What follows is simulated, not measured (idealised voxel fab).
The document below concerns the process module designated voxel self aligned vias.
290 nm wide, 5 nm square cells: that's cross-section cut.
Each cross-section below is a grid of square cells, stated as bands in top-down order, with one or more rows of cells making up each band.
Basically the band line says how high the top is and how high the bottom is, in nm, and then what's in it from left to right, every material with its width in nm. Empty space shows up as "blank", and if a single material carries "everywhere" it runs the full band edge to edge.
Beneath 0, the wafer as received is one material, and that level is where height counting begins. The lowest band goes on downward without a bottom; it is written like "from 0 down".
The notation "30 to 40" denotes a width that varies across the rows of cells in the band, beginning at the first number in the top row, finishing at the second number in the bottom row, and changing by an identical amount from each row to the next.
"remains unaltered" for a step: no cell of the cross-section changed in that step.
Empty spaces without an open route to the top, at least 8 cells in extent, make up the entry "Closed void inventory"; each is given as width x height at distance, where the distance is measured from the left edge, and all are in nm.
Whatever follows a step's settings on its line is a remark the simulator itself makes about that step.
The "overlay nm" setting may appear on a step's line; for a step that uses a mask, it gives how far to the right of its planned position the mask lay, and a negative value indicates the left.

plan
1,RECEIVE | material Si
2,CONFORMAL_DEP | material SiO2 | thk nm 15
3,CONFORMAL_DEP | material SiCN | thk nm 5
4,DIRECTIONAL_DEP | material lowk | thk nm 30
5,DIRECTIONAL_DEP | material aC | thk nm 15
6,PATTERN | tone open | mask id LINES | material resist | width nm 25 | pitch nm 60 | thk nm 35 | overlay nm 0
7,DIRECTIONAL_ETCH | etch materials aC | depth nm 15
8,STRIP | etch materials resist
9,DIRECTIONAL_ETCH | etch materials lowk | depth nm 30
10,STRIP | etch materials aC
11,CONFORMAL_DEP | material TiN | thk nm 5
12,FILL_DEP | material W | thk nm 10
13,CMP | height nm 50
14,SELECTIVE_ETCH | etch materials W Ru TiN | depth nm 5
15,FILL_DEP | material SiN | thk nm 10
16,CMP | height nm 50
17,DIRECTIONAL_DEP | material lowk | thk nm 15
18,MASKED_ETCH | tone open | mask id VIAS | width nm 45 | pitch nm 60 | etch materials lowk | depth nm 15 | overlay nm 0
19,MASKED_ETCH | tone open | mask id VIAS | width nm 45 | pitch nm 60 | etch materials SiN | depth nm 5 | overlay nm 0
20,CONFORMAL_DEP | material TiN | thk nm 5
21,FILL_DEP | material Cu | thk nm 5
22,CMP | height nm 55
23,CONFORMAL_DEP | material SiCN | thk nm 5
Every wafer here starts from the same state; it is the step 22 height nm that distinguishes them, and the value the plan gives belongs to the first wafer.

So this is the first of several wafers, cross-sectioned as it came to us, meaning it's at the end of step 1
- from 0 down: Si everywhere
- Closed void inventory: none

Depicted here is the first of several wafers in cross-section, at module completion following the last step, step 23
- from 60 to 55: SiCN everywhere
- from 55 to 50: lowk (60) / TiN (15) / Cu (15) / TiN (15) / lowk (15) / TiN (15) / Cu (15) / TiN (15) / lowk (15) / TiN (15) / Cu (15) / TiN (15) / lowk (65)
- from 50 to 45: lowk (70) / TiN (25) / lowk (35) / TiN (25) / lowk (35) / TiN (25) / lowk (75)
- from 45 to 25: lowk (70) / TiN (5) / W (15) / TiN (5) / lowk (35) / TiN (5) / W (15) / TiN (5) / lowk (35) / TiN (5) / W (15) / TiN (5) / lowk (75)
- from 25 to 20: lowk (70) / TiN (25) / lowk (35) / TiN (25) / lowk (35) / TiN (25) / lowk (75)
- from 20 to 15: SiCN everywhere
- from 15 to 0: SiO2 everywhere
- from 0 down: Si everywhere
- Closed void inventory: none

Cross-sectional view, end of module, last wafer of several
- from 80 to 75: SiCN everywhere
- from 75 to 70: Cu everywhere
- from 70 to 65: TiN (65) / Cu (35) / TiN (25) / Cu (35) / TiN (25) / Cu (35) / TiN (70)
- from 65 to 55: lowk (60) / TiN (5) / Cu (35) / TiN (5) / lowk (15) / TiN (5) / Cu (35) / TiN (5) / lowk (15) / TiN (5) / Cu (35) / TiN (5) / lowk (65)
- from 55 to 50: lowk (60) / TiN (15) / Cu (15) / TiN (15) / lowk (15) / TiN (15) / Cu (15) / TiN (15) / lowk (15) / TiN (15) / Cu (15) / TiN (15) / lowk (65)
- from 50 to 45: lowk (70) / TiN (25) / lowk (35) / TiN (25) / lowk (35) / TiN (25) / lowk (75)
- from 45 to 25: lowk (70) / TiN (5) / W (15) / TiN (5) / lowk (35) / TiN (5) / W (15) / TiN (5) / lowk (35) / TiN (5) / W (15) / TiN (5) / lowk (75)
- from 25 to 20: lowk (70) / TiN (25) / lowk (35) / TiN (25) / lowk (35) / TiN (25) / lowk (75)
- from 20 to 15: SiCN everywhere
- from 15 to 0: SiO2 everywhere
- from 0 down: Si everywhere
- Closed void inventory: none

Gained (+) or lost (-) cells of each material since receipt, then closed voids: one row per wafer, at the end of the module
height nm 55; +9 Cu; +116 SiCN; +174 SiO2; +72 TiN; +36 W; +289 lowk; Closed void inventory: none
height nm 60; +30 Cu; +116 SiCN; +174 SiO2; +78 TiN; +36 W; +320 lowk; Closed void inventory: none
height nm 65; +51 Cu; +116 SiCN; +174 SiO2; +84 TiN; +36 W; +351 lowk; Closed void inventory: none
height nm 70; +72 Cu; +116 SiCN; +174 SiO2; +121 TiN; +36 W; +351 lowk; Closed void inventory: none
height nm 75; +130 Cu; +116 SiCN; +174 SiO2; +121 TiN; +36 W; +351 lowk; Closed void inventory: none
